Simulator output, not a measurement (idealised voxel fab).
Process module in this document: voxel self aligned vias
235 nm wide, 5 nm square cells: that's cross-section cut.
Cross-section, as written here: a square-cell grid given band by band from the top down, where a band holds one or more rows of cells.
Band: top height; bottom height; in nm. Then, left to right: material with width in nm, for each material. "all across": a single material spanning edge to edge. "blank": empty space.
Beneath 0, the wafer as received is one material, and that level is where height counting begins. The lowest band goes on downward without a bottom; it is written like "0 -> down".
The notation "30->40" denotes a width that varies across the rows of cells in the band, beginning at the first number in the top row, finishing at the second number in the bottom row, and changing by an identical amount from each row to the next.
Key: "no alterations made" - step with no changed cell in the cross-section.
"Fully sealed voids" means: voids of 8 cells or more that are shut off from the top with no open way through. Written width x height at distance, distance from the left edge, in nm.
It should be noted that, on the line of a given step, the content following the step's settings is a remark produced by the simulator itself with respect to that step.
overlay nm: how far to the right of its planned place the mask lay on this masked step (negative: to the left).
Pairs follow: section before one process step, section after it down to the lowest changed band, step with settings underneath. Pairs may come from different runs of this module on the same starting wafer; continuity with the pair above only as stated in the "Before the step" entry.
BEFORE THE STEP
> 0 -> down  Si all across
> Fully sealed voids: none
POST-STEP APPEARANCE
> 10 -> 0  SiO2 all across
> Below 0 it's all the same as before, nothing changed down there.
> Fully sealed voids: none
The transition between the preceding cross-sections is accomplished by CONFORMAL_DEP, material SiO2, thk nm 10
Before the step: = after-state of the pair above.
POST-STEP APPEARANCE
> 15 -> 10  SiCN all across
> Below 10 it's all the same as before, nothing changed down there.
> Fully sealed voids: none
The transition between the preceding cross-sections is accomplished by CONFORMAL_DEP, material SiCN, thk nm 5
Before the step: = after-state of the pair above.
POST-STEP APPEARANCE
> 35 -> 15  lowk all across
> Below 15 it's all the same as before, nothing changed down there.
> Fully sealed voids: none
The transition between the preceding cross-sections is accomplished by DIRECTIONAL_DEP, material lowk, thk nm 20
Before the step: = after-state of the pair above.
POST-STEP APPEARANCE
> 55 -> 35  resist=45; blank=20; resist=40; blank=20; resist=40; blank=20; resist=50
> Below 35 it's all the same as before, nothing changed down there.
> Fully sealed voids: none
The transition between the preceding cross-sections is accomplished by PATTERN, tone open, mask id LINES, material resist, width nm 20, pitch nm 60, thk nm 20, overlay nm 0
Before the step: = after-state of the pair above.
POST-STEP APPEARANCE
> 55 -> 35  resist=45; blank=20; resist=40; blank=20; resist=40; blank=20; resist=50
> 35 -> 15  lowk=45; blank=20; lowk=40; blank=20; lowk=40; blank=20; lowk=50
> Below 15 it's all the same as before, nothing changed down there.
> Fully sealed voids: none
The transition between the preceding cross-sections is accomplished by DIRECTIONAL_ETCH, etch materials lowk, depth nm 20
Before the step: = after-state of the pair above.
POST-STEP APPEARANCE
> 35 -> 15  lowk=45; blank=20; lowk=40; blank=20; lowk=40; blank=20; lowk=50
> Below 15 it's all the same as before, nothing changed down there.
> Fully sealed voids: none
The transition between the preceding cross-sections is accomplished by STRIP, etch materials resist
Before the step: = after-state of the pair above.
POST-STEP APPEARANCE
> 40 -> 35  TiN=50; blank=10; TiN=50; blank=10; TiN=50; blank=10; TiN=55
> 35 -> 20  lowk=45; TiN=5; blank=10; TiN=5; lowk=40; TiN=5; blank=10; TiN=5; lowk=40; TiN=5; blank=10; TiN=5; lowk=50
> 20 -> 15  lowk=45; TiN=20; lowk=40; TiN=20; lowk=40; TiN=20; lowk=50
> Below 15 it's all the same as before, nothing changed down there.
> Fully sealed voids: none
The transition between the preceding cross-sections is accomplished by CONFORMAL_DEP, material TiN, thk nm 5
Before the step: = after-state of the pair above.
POST-STEP APPEARANCE
> 45 -> 40  W all across
> 40 -> 35  TiN=50; W=10; TiN=50; W=10; TiN=50; W=10; TiN=55
> 35 -> 20  lowk=45; TiN=5; W=10; TiN=5; lowk=40; TiN=5; W=10; TiN=5; lowk=40; TiN=5; W=10; TiN=5; lowk=50
> Below 20 it's all the same as before, nothing changed down there.
> Fully sealed voids: none
The transition between the preceding cross-sections is accomplished by FILL_DEP, material W, thk nm 5
Before the step: = after-state of the pair above.
POST-STEP APPEARANCE
> 35 -> 20  lowk=45; TiN=5; W=10; TiN=5; lowk=40; TiN=5; W=10; TiN=5; lowk=40; TiN=5; W=10; TiN=5; lowk=50
> Below 20 it's all the same as before, nothing changed down there.
> Fully sealed voids: none
The transition between the preceding cross-sections is accomplished by CMP, height nm 35
Before the step: = after-state of the pair above.
POST-STEP APPEARANCE
> 35 -> 25  lowk=45; blank=20; lowk=40; blank=20; lowk=40; blank=20; lowk=50
> Below 25 it's all the same as before, nothing changed down there.
> Fully sealed voids: none
The transition between the preceding cross-sections is accomplished by SELECTIVE_ETCH, etch materials W Ru TiN, depth nm 10
Before the step: = after-state of the pair above.
POST-STEP APPEARANCE
> 45 -> 35  SiN all across
> 35 -> 25  lowk=45; SiN=20; lowk=40; SiN=20; lowk=40; SiN=20; lowk=50
> Below 25 it's all the same as before, nothing changed down there.
> Fully sealed voids: none
The transition between the preceding cross-sections is accomplished by FILL_DEP, material SiN, thk nm 10
Before the step: = after-state of the pair above.
POST-STEP APPEARANCE
> 35 -> 25  lowk=45; SiN=20; lowk=40; SiN=20; lowk=40; SiN=20; lowk=50
> Below 25 it's all the same as before, nothing changed down there.
> Fully sealed voids: none
The transition between the preceding cross-sections is accomplished by CMP, height nm 35
Before the step: = after-state of the pair above.
POST-STEP APPEARANCE
> 50 -> 35  lowk all across
> Below 35 it's all the same as before, nothing changed down there.
> Fully sealed voids: none
The transition between the preceding cross-sections is accomplished by DIRECTIONAL_DEP, material lowk, thk nm 15
Before the step: = after-state of the pair above.
POST-STEP APPEARANCE
> 70 -> 50  resist=35; blank=40; resist=20; blank=40; resist=20; blank=40; resist=40
> Below 50 it's all the same as before, nothing changed down there.
> Fully sealed voids: none
The transition between the preceding cross-sections is accomplished by PATTERN, tone open, mask id VIAS, material resist, width nm 40, pitch nm 60, thk nm 20, overlay nm 0
Before the step: = after-state of the pair above.
POST-STEP APPEARANCE
> 70 -> 50  resist=35; blank=40; resist=20; blank=40; resist=20; blank=40; resist=40
> 50 -> 35  lowk=35; blank=40; lowk=20; blank=40; lowk=20; blank=40; lowk=40
> Below 35 it's all the same as before, nothing changed down there.
> Fully sealed voids: none
The transition between the preceding cross-sections is accomplished by DIRECTIONAL_ETCH, etch materials lowk, depth nm 15
Before the step: = after-state of the pair above.
POST-STEP APPEARANCE
> 70 -> 50  resist=35; blank=40; resist=20; blank=40; resist=20; blank=40; resist=40
> 50 -> 35  lowk=35; blank=40; lowk=20; blank=40; lowk=20; blank=40; lowk=40
> 35 -> 25  lowk=45; blank=20; lowk=40; blank=20; lowk=40; blank=20; lowk=50
> Below 25 it's all the same as before, nothing changed down there.
> Fully sealed voids: none
The transition between the preceding cross-sections is accomplished by DIRECTIONAL_ETCH, etch materials SiN, depth nm 10
Before the step: = after-state of the pair above.
POST-STEP APPEARANCE
> 50 -> 35  lowk=35; blank=40; lowk=20; blank=40; lowk=20; blank=40; lowk=40
> Below 35 it's all the same as before, nothing changed down there.
> Fully sealed voids: none
The transition between the preceding cross-sections is accomplished by STRIP, etch materials resist
Before the step: = after-state of the pair above.
POST-STEP APPEARANCE
> 55 -> 50  TiN=40; blank=30; TiN=30; blank=30; TiN=30; blank=30; TiN=45
> 50 -> 40  lowk=35; TiN=5; blank=30; TiN=5; lowk=20; TiN=5; blank=30; TiN=5; lowk=20; TiN=5; blank=30; TiN=5; lowk=40
> 40 -> 30  lowk=35->45; TiN=15->5; blank=10; TiN=15->5; lowk=20->40; TiN=15->5; blank=10; TiN=15->5; lowk=20->40; TiN=15->5; blank=10; TiN=15->5; lowk=40->50
> 30 -> 25  lowk=45; TiN=20; lowk=40; TiN=20; lowk=40; TiN=20; lowk=50
> Below 25 it's all the same as before, nothing changed down there.
> Fully sealed voids: none
The transition between the preceding cross-sections is accomplished by CONFORMAL_DEP, material TiN, thk nm 5
Before the step: = after-state of the pair above.
POST-STEP APPEARANCE
> 60 -> 55  W all across
> 55 -> 50  TiN=40; W=30; TiN=30; W=30; TiN=30; W=30; TiN=45
> 50 -> 40  lowk=35; TiN=5; W=30; TiN=5; lowk=20; TiN=5; W=30; TiN=5; lowk=20; TiN=5; W=30; TiN=5; lowk=40
> 40 -> 30  lowk=35->45; TiN=15->5; W=10; TiN=15->5; lowk=20->40; TiN=15->5; W=10; TiN=15->5; lowk=20->40; TiN=15->5; W=10; TiN=15->5; lowk=40->50
> Below 30 it's all the same as before, nothing changed down there.
> Fully sealed voids: none
The transition between the preceding cross-sections is accomplished by FILL_DEP, material W, thk nm 5
Before the step: = after-state of the pair above.
POST-STEP APPEARANCE
> 50 -> 40  lowk=35; TiN=5; W=30; TiN=5; lowk=20; TiN=5; W=30; TiN=5; lowk=20; TiN=5; W=30; TiN=5; lowk=40
> Below 40 it's all the same as before, nothing changed down there.
> Fully sealed voids: none
The transition between the preceding cross-sections is accomplished by CMP, height nm 50
Before the step: = after-state of the pair above.
POST-STEP APPEARANCE
> 55 -> 50  SiCN all across
> Below 50 it's all the same as before, nothing changed down there.
> Fully sealed voids: none
The transition between the preceding cross-sections is accomplished by CONFORMAL_DEP, material SiCN, thk nm 5
BEFORE THE STEP
> 10 -> 0  SiO2 all across
> 0 -> down  Si all across
> Fully sealed voids: none
POST-STEP APPEARANCE
> 30 -> 10  lowk all across
> Below 10 it's all the same as before, nothing changed down there.
> Fully sealed voids: none
The transition between the preceding cross-sections is accomplished by DIRECTIONAL_DEP, material lowk, thk nm 20
Before the step: = after-state of the pair above.
POST-STEP APPEARANCE
> 50 -> 30  resist=45; blank=20; resist=40; blank=20; resist=40; blank=20; resist=50
> Below 30 it's all the same as before, nothing changed down there.
> Fully sealed voids: none
The transition between the preceding cross-sections is accomplished by PATTERN, tone open, mask id LINES, material resist, width nm 20, pitch nm 60, thk nm 20, overlay nm 0
Before the step: = after-state of the pair above.
POST-STEP APPEARANCE
> 50 -> 30  resist=45; blank=20; resist=40; blank=20; resist=40; blank=20; resist=50
> 30 -> 10  lowk=45; blank=20; lowk=40; blank=20; lowk=40; blank=20; lowk=50
> Below 10 it's all the same as before, nothing changed down there.
> Fully sealed voids: none
The transition between the preceding cross-sections is accomplished by DIRECTIONAL_ETCH, etch materials lowk, depth nm 20
Before the step: = after-state of the pair above.
POST-STEP APPEARANCE
> 30 -> 10  lowk=45; blank=20; lowk=40; blank=20; lowk=40; blank=20; lowk=50
> Below 10 it's all the same as before, nothing changed down there.
> Fully sealed voids: none
The transition between the preceding cross-sections is accomplished by STRIP, etch materials resist
Before the step: = after-state of the pair above.
POST-STEP APPEARANCE
> 35 -> 30  TiN=50; blank=10; TiN=50; blank=10; TiN=50; blank=10; TiN=55
> 30 -> 15  lowk=45; TiN=5; blank=10; TiN=5; lowk=40; TiN=5; blank=10; TiN=5; lowk=40; TiN=5; blank=10; TiN=5; lowk=50
> 15 -> 10  lowk=45; TiN=20; lowk=40; TiN=20; lowk=40; TiN=20; lowk=50
> Below 10 it's all the same as before, nothing changed down there.
> Fully sealed voids: none
The transition between the preceding cross-sections is accomplished by CONFORMAL_DEP, material TiN, thk nm 5
Before the step: = after-state of the pair above.
POST-STEP APPEARANCE
> 40 -> 35  W all across
> 35 -> 30  TiN=50; W=10; TiN=50; W=10; TiN=50; W=10; TiN=55
> 30 -> 15  lowk=45; TiN=5; W=10; TiN=5; lowk=40; TiN=5; W=10; TiN=5; lowk=40; TiN=5; W=10; TiN=5; lowk=50
> Below 15 it's all the same as before, nothing changed down there.
> Fully sealed voids: none
The transition between the preceding cross-sections is accomplished by FILL_DEP, material W, thk nm 5
Before the step: = after-state of the pair above.
POST-STEP APPEARANCE
> 35 -> 30  TiN=50; W=10; TiN=50; W=10; TiN=50; W=10; TiN=55
> Below 30 it's all the same as before, nothing changed down there.
> Fully sealed voids: none
The transition between the preceding cross-sections is accomplished by CMP, height nm 35
Before the step: = after-state of the pair above.
POST-STEP APPEARANCE
> 30 -> 25  lowk=45; blank=20; lowk=40; blank=20; lowk=40; blank=20; lowk=50
> Below 25 it's all the same as before, nothing changed down there.
> Fully sealed voids: none
The transition between the preceding cross-sections is accomplished by SELECTIVE_ETCH, etch materials W Ru TiN, depth nm 10
Before the step: = after-state of the pair above.
POST-STEP APPEARANCE
> 40 -> 30  SiN all across
> 30 -> 25  lowk=45; SiN=20; lowk=40; SiN=20; lowk=40; SiN=20; lowk=50
> Below 25 it's all the same as before, nothing changed down there.
> Fully sealed voids: none
The transition between the preceding cross-sections is accomplished by FILL_DEP, material SiN, thk nm 10
Before the step: = after-state of the pair above.
POST-STEP APPEARANCE
> 35 -> 30  SiN all across
> Below 30 it's all the same as before, nothing changed down there.
> Fully sealed voids: none
The transition between the preceding cross-sections is accomplished by CMP, height nm 35
Before the step: = after-state of the pair above.
POST-STEP APPEARANCE
> 50 -> 35  lowk all across
> Below 35 it's all the same as before, nothing changed down there.
> Fully sealed voids: none
The transition between the preceding cross-sections is accomplished by DIRECTIONAL_DEP, material lowk, thk nm 15
Before the step: = after-state of the pair above.
POST-STEP APPEARANCE
> 70 -> 50  resist=35; blank=40; resist=20; blank=40; resist=20; blank=40; resist=40
> Below 50 it's all the same as before, nothing changed down there.
> Fully sealed voids: none
The transition between the preceding cross-sections is accomplished by PATTERN, tone open, mask id VIAS, material resist, width nm 40, pitch nm 60, thk nm 20, overlay nm 0
Before the step: = after-state of the pair above.
POST-STEP APPEARANCE
> 70 -> 50  resist=35; blank=40; resist=20; blank=40; resist=20; blank=40; resist=40
> 50 -> 35  lowk=35; blank=40; lowk=20; blank=40; lowk=20; blank=40; lowk=40
> Below 35 it's all the same as before, nothing changed down there.
> Fully sealed voids: none
The transition between the preceding cross-sections is accomplished by DIRECTIONAL_ETCH, etch materials lowk, depth nm 15
Before the step: = after-state of the pair above.
POST-STEP APPEARANCE
> 70 -> 50  resist=35; blank=40; resist=20; blank=40; resist=20; blank=40; resist=40
> 50 -> 35  lowk=35; blank=40; lowk=20; blank=40; lowk=20; blank=40; lowk=40
> 35 -> 30  SiN=35; blank=40; SiN=20; blank=40; SiN=20; blank=40; SiN=40
> 30 -> 25  lowk=45; blank=20; lowk=40; blank=20; lowk=40; blank=20; lowk=50
> Below 25 it's all the same as before, nothing changed down there.
> Fully sealed voids: none
The transition between the preceding cross-sections is accomplished by DIRECTIONAL_ETCH, etch materials SiN, depth nm 10
Before the step: = after-state of the pair above.
POST-STEP APPEARANCE
> 50 -> 35  lowk=35; blank=40; lowk=20; blank=40; lowk=20; blank=40; lowk=40
> Below 35 it's all the same as before, nothing changed down there.
> Fully sealed voids: none
The transition between the preceding cross-sections is accomplished by STRIP, etch materials resist
Before the step: = after-state of the pair above.
POST-STEP APPEARANCE
> 55 -> 50  TiN=40; blank=30; TiN=30; blank=30; TiN=30; blank=30; TiN=45
> 50 -> 35  lowk=35; TiN=5; blank=30; TiN=5; lowk=20; TiN=5; blank=30; TiN=5; lowk=20; TiN=5; blank=30; TiN=5; lowk=40
> 35 -> 30  SiN=35; TiN=15; blank=10; TiN=15; SiN=20; TiN=15; blank=10; TiN=15; SiN=20; TiN=15; blank=10; TiN=15; SiN=40
> 30 -> 25  lowk=45; TiN=20; lowk=40; TiN=20; lowk=40; TiN=20; lowk=50
> Below 25 it's all the same as before, nothing changed down there.
> Fully sealed voids: none
The transition between the preceding cross-sections is accomplished by CONFORMAL_DEP, material TiN, thk nm 5
Before the step: = after-state of the pair above.
POST-STEP APPEARANCE
> 60 -> 55  W all across
> 55 -> 50  TiN=40; W=30; TiN=30; W=30; TiN=30; W=30; TiN=45
> 50 -> 35  lowk=35; TiN=5; W=30; TiN=5; lowk=20; TiN=5; W=30; TiN=5; lowk=20; TiN=5; W=30; TiN=5; lowk=40
> 35 -> 30  SiN=35; TiN=15; W=10; TiN=15; SiN=20; TiN=15; W=10; TiN=15; SiN=20; TiN=15; W=10; TiN=15; SiN=40
> Below 30 it's all the same as before, nothing changed down there.
> Fully sealed voids: none
The transition between the preceding cross-sections is accomplished by FILL_DEP, material W, thk nm 5
Before the step: = after-state of the pair above.
POST-STEP APPEARANCE
> 50 -> 35  lowk=35; TiN=5; W=30; TiN=5; lowk=20; TiN=5; W=30; TiN=5; lowk=20; TiN=5; W=30; TiN=5; lowk=40
> Below 35 it's all the same as before, nothing changed down there.
> Fully sealed voids: none
The transition between the preceding cross-sections is accomplished by CMP, height nm 50
Before the step: = after-state of the pair above.
POST-STEP APPEARANCE
> 55 -> 50  SiCN all across
> Below 50 it's all the same as before, nothing changed down there.
> Fully sealed voids: none
The transition between the preceding cross-sections is accomplished by CONFORMAL_DEP, material SiCN, thk nm 5
BEFORE THE STEP
> 70 -> 50  resist=35; blank=40; resist=20; blank=40; resist=20; blank=40; resist=40
> 50 -> 35  lowk=35; blank=40; lowk=20; blank=40; lowk=20; blank=40; lowk=40
> 35 -> 25  lowk=45; SiN=20; lowk=40; SiN=20; lowk=40; SiN=20; lowk=50
> 25 -> 20  lowk=45; TiN=5; W=10; TiN=5; lowk=40; TiN=5; W=10; TiN=5; lowk=40; TiN=5; W=10; TiN=5; lowk=50
> 20 -> 15  lowk=45; TiN=20; lowk=40; TiN=20; lowk=40; TiN=20; lowk=50
> 15 -> 10  SiCN all across
> 10 -> 0  SiO2 all across
> 0 -> down  Si all across
> Fully sealed voids: none
POST-STEP APPEARANCE
> 70 -> 50  resist=35; blank=40; resist=20; blank=40; resist=20; blank=40; resist=40
> 50 -> 35  lowk=35; blank=40; lowk=20; blank=40; lowk=20; blank=40; lowk=40
> 35 -> 25  lowk=35; blank=10; SiN=20; blank=10; lowk=20; blank=10; SiN=20; blank=10; lowk=20; blank=10; SiN=20; blank=10; lowk=40
> 25 -> 20  lowk=35; blank=10; TiN=5; W=10; TiN=5; blank=10; lowk=20; blank=10; TiN=5; W=10; TiN=5; blank=10; lowk=20; blank=10; TiN=5; W=10; TiN=5; blank=10; lowk=40
> Below 20 it's all the same as before, nothing changed down there.
> Fully sealed voids: none
The transition between the preceding cross-sections is accomplished by DIRECTIONAL_ETCH, etch materials lowk, depth nm 15
Before the step: = after-state of the pair above.
POST-STEP APPEARANCE
> 70 -> 50  resist=35; blank=40; resist=20; blank=40; resist=20; blank=40; resist=40
> 50 -> 25  lowk=35; blank=40; lowk=20; blank=40; lowk=20; blank=40; lowk=40
> Below 25 it's all the same as before, nothing changed down there.
> Fully sealed voids: none
The transition between the preceding cross-sections is accomplished by DIRECTIONAL_ETCH, etch materials SiN, depth nm 10
Before the step: = after-state of the pair above.
POST-STEP APPEARANCE
> 50 -> 25  lowk=35; blank=40; lowk=20; blank=40; lowk=20; blank=40; lowk=40
> Below 25 it's all the same as before, nothing changed down there.
> Fully sealed voids: none
The transition between the preceding cross-sections is accomplished by STRIP, etch materials resist
Before the step: = after-state of the pair above.
POST-STEP APPEARANCE
> 55 -> 50  TiN=40; blank=30; TiN=30; blank=30; TiN=30; blank=30; TiN=45
> 50 -> 30  lowk=35; TiN=5; blank=30; TiN=5; lowk=20; TiN=5; blank=30; TiN=5; lowk=20; TiN=5; blank=30; TiN=5; lowk=40
> 30 -> 25  lowk=35; TiN=40; lowk=20; TiN=40; lowk=20; TiN=40; lowk=40
> 25 -> 20  lowk=35; TiN=15; W=10; TiN=15; lowk=20; TiN=15; W=10; TiN=15; lowk=20; TiN=15; W=10; TiN=15; lowk=40
> Below 20 it's all the same as before, nothing changed down there.
> Fully sealed voids: none
The transition between the preceding cross-sections is accomplished by CONFORMAL_DEP, material TiN, thk nm 5
Before the step: = after-state of the pair above.
POST-STEP APPEARANCE
> 60 -> 55  W all across
> 55 -> 50  TiN=40; W=30; TiN=30; W=30; TiN=30; W=30; TiN=45
> 50 -> 30  lowk=35; TiN=5; W=30; TiN=5; lowk=20; TiN=5; W=30; TiN=5; lowk=20; TiN=5; W=30; TiN=5; lowk=40
> Below 30 it's all the same as before, nothing changed down there.
> Fully sealed voids: none
The transition between the preceding cross-sections is accomplished by FILL_DEP, material W, thk nm 5
Before the step: = after-state of the pair above.
POST-STEP APPEARANCE
> 50 -> 30  lowk=35; TiN=5; W=30; TiN=5; lowk=20; TiN=5; W=30; TiN=5; lowk=20; TiN=5; W=30; TiN=5; lowk=40
> Below 30 it's all the same as before, nothing changed down there.
> Fully sealed voids: none
The transition between the preceding cross-sections is accomplished by CMP, height nm 50
Before the step: = after-state of the pair above.
POST-STEP APPEARANCE
> 55 -> 50  SiCN all across
> Below 50 it's all the same as before, nothing changed down there.
> Fully sealed voids: none
The transition between the preceding cross-sections is accomplished by CONFORMAL_DEP, material SiCN, thk nm 5
BEFORE THE STEP
> 30 -> 10  lowk all across
> 10 -> 0  SiO2 all across
> 0 -> down  Si all across
> Fully sealed voids: none
POST-STEP APPEARANCE
> 35 -> 30  SiCN all across
> Below 30 it's all the same as before, nothing changed down there.
> Fully sealed voids: none
The transition between the preceding cross-sections is accomplished by CONFORMAL_DEP, material SiCN, thk nm 5
Before the step: = after-state of the pair above.
POST-STEP APPEARANCE
> 55 -> 35  resist=45; blank=20; resist=40; blank=20; resist=40; blank=20; resist=50
> Below 35 it's all the same as before, nothing changed down there.
> Fully sealed voids: none
The transition between the preceding cross-sections is accomplished by PATTERN, tone open, mask id LINES, material resist, width nm 20, pitch nm 60, thk nm 20, overlay nm 0
Before the step: = after-state of the pair above.
POST-STEP APPEARANCE
> 35 -> 30  SiCN all across
> Below 30 it's all the same as before, nothing changed down there.
> Fully sealed voids: none
The transition between the preceding cross-sections is accomplished by STRIP, etch materials resist
Before the step: = after-state of the pair above.
POST-STEP APPEARANCE
> 40 -> 35  TiN all across
> Below 35 it's all the same as before, nothing changed down there.
> Fully sealed voids: none
The transition between the preceding cross-sections is accomplished by CONFORMAL_DEP, material TiN, thk nm 5
Before the step: = after-state of the pair above.
POST-STEP APPEARANCE
> 45 -> 40  W all across
> Below 40 it's all the same as before, nothing changed down there.
> Fully sealed voids: none
The transition between the preceding cross-sections is accomplished by FILL_DEP, material W, thk nm 5
Before the step: = after-state of the pair above.
POST-STEP APPEARANCE
> 35 -> 30  SiCN all across
> Below 30 it's all the same as before, nothing changed down there.
> Fully sealed voids: none
The transition between the preceding cross-sections is accomplished by CMP, height nm 35
Before the step: = after-state of the pair above.
POST-STEP APPEARANCE
> 45 -> 35  SiN all across
> Below 35 it's all the same as before, nothing changed down there.
> Fully sealed voids: none
The transition between the preceding cross-sections is accomplished by FILL_DEP, material SiN, thk nm 10
Before the step: = after-state of the pair above.
POST-STEP APPEARANCE
> 35 -> 30  SiCN all across
> Below 30 it's all the same as before, nothing changed down there.
> Fully sealed voids: none
The transition between the preceding cross-sections is accomplished by CMP, height nm 35
Before the step: = after-state of the pair above.
POST-STEP APPEARANCE
> 50 -> 35  lowk all across
> Below 35 it's all the same as before, nothing changed down there.
> Fully sealed voids: none
The transition between the preceding cross-sections is accomplished by DIRECTIONAL_DEP, material lowk, thk nm 15
Before the step: = after-state of the pair above.
POST-STEP APPEARANCE
> 70 -> 50  resist=35; blank=40; resist=20; blank=40; resist=20; blank=40; resist=40
> Below 50 it's all the same as before, nothing changed down there.
> Fully sealed voids: none
The transition between the preceding cross-sections is accomplished by PATTERN, tone open, mask id VIAS, material resist, width nm 40, pitch nm 60, thk nm 20, overlay nm 0
Before the step: = after-state of the pair above.
POST-STEP APPEARANCE
> 70 -> 50  resist=35; blank=40; resist=20; blank=40; resist=20; blank=40; resist=40
> 50 -> 35  lowk=35; blank=40; lowk=20; blank=40; lowk=20; blank=40; lowk=40
> Below 35 it's all the same as before, nothing changed down there.
> Fully sealed voids: none
The transition between the preceding cross-sections is accomplished by DIRECTIONAL_ETCH, etch materials lowk, depth nm 15
Before the step: = after-state of the pair above.
POST-STEP APPEARANCE
> 50 -> 35  lowk=35; blank=40; lowk=20; blank=40; lowk=20; blank=40; lowk=40
> Below 35 it's all the same as before, nothing changed down there.
> Fully sealed voids: none
The transition between the preceding cross-sections is accomplished by STRIP, etch materials resist
Before the step: = after-state of the pair above.
POST-STEP APPEARANCE
> 55 -> 50  TiN=40; blank=30; TiN=30; blank=30; TiN=30; blank=30; TiN=45
> 50 -> 40  lowk=35; TiN=5; blank=30; TiN=5; lowk=20; TiN=5; blank=30; TiN=5; lowk=20; TiN=5; blank=30; TiN=5; lowk=40
> 40 -> 35  lowk=35; TiN=40; lowk=20; TiN=40; lowk=20; TiN=40; lowk=40
> Below 35 it's all the same as before, nothing changed down there.
> Fully sealed voids: none
The transition between the preceding cross-sections is accomplished by CONFORMAL_DEP, material TiN, thk nm 5
Before the step: = after-state of the pair above.
POST-STEP APPEARANCE
> 60 -> 55  W all across
> 55 -> 50  TiN=40; W=30; TiN=30; W=30; TiN=30; W=30; TiN=45
> 50 -> 40  lowk=35; TiN=5; W=30; TiN=5; lowk=20; TiN=5; W=30; TiN=5; lowk=20; TiN=5; W=30; TiN=5; lowk=40
> Below 40 it's all the same as before, nothing changed down there.
> Fully sealed voids: none
The transition between the preceding cross-sections is accomplished by FILL_DEP, material W, thk nm 5
Before the step: = after-state of the pair above.
POST-STEP APPEARANCE
> 50 -> 40  lowk=35; TiN=5; W=30; TiN=5; lowk=20; TiN=5; W=30; TiN=5; lowk=20; TiN=5; W=30; TiN=5; lowk=40
> Below 40 it's all the same as before, nothing changed down there.
> Fully sealed voids: none
The transition between the preceding cross-sections is accomplished by CMP, height nm 50
Before the step: = after-state of the pair above.
POST-STEP APPEARANCE
> 55 -> 50  SiCN all across
> Below 50 it's all the same as before, nothing changed down there.
> Fully sealed voids: none
The transition between the preceding cross-sections is accomplished by CONFORMAL_DEP, material SiCN, thk nm 5
BEFORE THE STEP
> 70 -> 50  resist=35; blank=40; resist=20; blank=40; resist=20; blank=40; resist=40
> 50 -> 35  lowk all across
> 35 -> 25  lowk=45; SiN=20; lowk=40; SiN=20; lowk=40; SiN=20; lowk=50
> 25 -> 20  lowk=45; TiN=5; W=10; TiN=5; lowk=40; TiN=5; W=10; TiN=5; lowk=40; TiN=5; W=10; TiN=5; lowk=50
> 20 -> 15  lowk=45; TiN=20; lowk=40; TiN=20; lowk=40; TiN=20; lowk=50
> 15 -> 10  SiCN all across
> 10 -> 0  SiO2 all across
> 0 -> down  Si all across
> Fully sealed voids: none
POST-STEP APPEARANCE
> 70 -> 50  resist=35; blank=40; resist=20; blank=40; resist=20; blank=40; resist=40
> 50 -> 35  lowk=35; blank=40; lowk=20; blank=40; lowk=20; blank=40; lowk=40
> 35 -> 30  lowk=35; blank=10; SiN=20; blank=10; lowk=20; blank=10; SiN=20; blank=10; lowk=20; blank=10; SiN=20; blank=10; lowk=40
> Below 30 it's all the same as before, nothing changed down there.
> Fully sealed voids: none
The transition between the preceding cross-sections is accomplished by DIRECTIONAL_ETCH, etch materials lowk, depth nm 20
Before the step: = after-state of the pair above.
POST-STEP APPEARANCE
> 70 -> 50  resist=35; blank=40; resist=20; blank=40; resist=20; blank=40; resist=40
> 50 -> 30  lowk=35; blank=40; lowk=20; blank=40; lowk=20; blank=40; lowk=40
> 30 -> 25  lowk=45; blank=20; lowk=40; blank=20; lowk=40; blank=20; lowk=50
> Below 25 it's all the same as before, nothing changed down there.
> Fully sealed voids: none
The transition between the preceding cross-sections is accomplished by DIRECTIONAL_ETCH, etch materials SiN, depth nm 10
Before the step: = after-state of the pair above.
POST-STEP APPEARANCE
> 50 -> 30  lowk=35; blank=40; lowk=20; blank=40; lowk=20; blank=40; lowk=40
> Below 30 it's all the same as before, nothing changed down there.
> Fully sealed voids: none
The transition between the preceding cross-sections is accomplished by STRIP, etch materials resist
Before the step: = after-state of the pair above.
POST-STEP APPEARANCE
> 55 -> 50  TiN=40; blank=30; TiN=30; blank=30; TiN=30; blank=30; TiN=45
> 50 -> 35  lowk=35; TiN=5; blank=30; TiN=5; lowk=20; TiN=5; blank=30; TiN=5; lowk=20; TiN=5; blank=30; TiN=5; lowk=40
> 35 -> 30  lowk=35; TiN=15; blank=10; TiN=15; lowk=20; TiN=15; blank=10; TiN=15; lowk=20; TiN=15; blank=10; TiN=15; lowk=40
> 30 -> 25  lowk=45; TiN=20; lowk=40; TiN=20; lowk=40; TiN=20; lowk=50
> Below 25 it's all the same as before, nothing changed down there.
> Fully sealed voids: none
The transition between the preceding cross-sections is accomplished by CONFORMAL_DEP, material TiN, thk nm 5
Before the step: = after-state of the pair above.
POST-STEP APPEARANCE
> 60 -> 55  W all across
> 55 -> 50  TiN=40; W=30; TiN=30; W=30; TiN=30; W=30; TiN=45
> 50 -> 35  lowk=35; TiN=5; W=30; TiN=5; lowk=20; TiN=5; W=30; TiN=5; lowk=20; TiN=5; W=30; TiN=5; lowk=40
> 35 -> 30  lowk=35; TiN=15; W=10; TiN=15; lowk=20; TiN=15; W=10; TiN=15; lowk=20; TiN=15; W=10; TiN=15; lowk=40
> Below 30 it's all the same as before, nothing changed down there.
> Fully sealed voids: none
The transition between the preceding cross-sections is accomplished by FILL_DEP, material W, thk nm 5
Before the step: = after-state of the pair above.
POST-STEP APPEARANCE
> 50 -> 35  lowk=35; TiN=5; W=30; TiN=5; lowk=20; TiN=5; W=30; TiN=5; lowk=20; TiN=5; W=30; TiN=5; lowk=40
> Below 35 it's all the same as before, nothing changed down there.
> Fully sealed voids: none
The transition between the preceding cross-sections is accomplished by CMP, height nm 50
Before the step: = after-state of the pair above.
POST-STEP APPEARANCE
> 55 -> 50  SiCN all across
> Below 50 it's all the same as before, nothing changed down there.
> Fully sealed voids: none
The transition between the preceding cross-sections is accomplished by CONFORMAL_DEP, material SiCN, thk nm 5
BEFORE THE STEP
> 35 -> 15  lowk all across
> 15 -> 10  SiCN all across
> 10 -> 0  SiO2 all across
> 0 -> down  Si all across
> Fully sealed voids: none
POST-STEP APPEARANCE
> 55 -> 35  resist=50; blank=15; resist=45; blank=15; resist=45; blank=15; resist=50
> Below 35 it's all the same as before, nothing changed down there.
> Fully sealed voids: none
The transition between the preceding cross-sections is accomplished by PATTERN, tone open, mask id LINES, material resist, width nm 15, pitch nm 60, thk nm 20, overlay nm 0
Before the step: = after-state of the pair above.
POST-STEP APPEARANCE
> 55 -> 35  resist=50; blank=15; resist=45; blank=15; resist=45; blank=15; resist=50
> 35 -> 15  lowk=50; blank=15; lowk=45; blank=15; lowk=45; blank=15; lowk=50
> Below 15 it's all the same as before, nothing changed down there.
> Fully sealed voids: none
The transition between the preceding cross-sections is accomplished by DIRECTIONAL_ETCH, etch materials lowk, depth nm 20
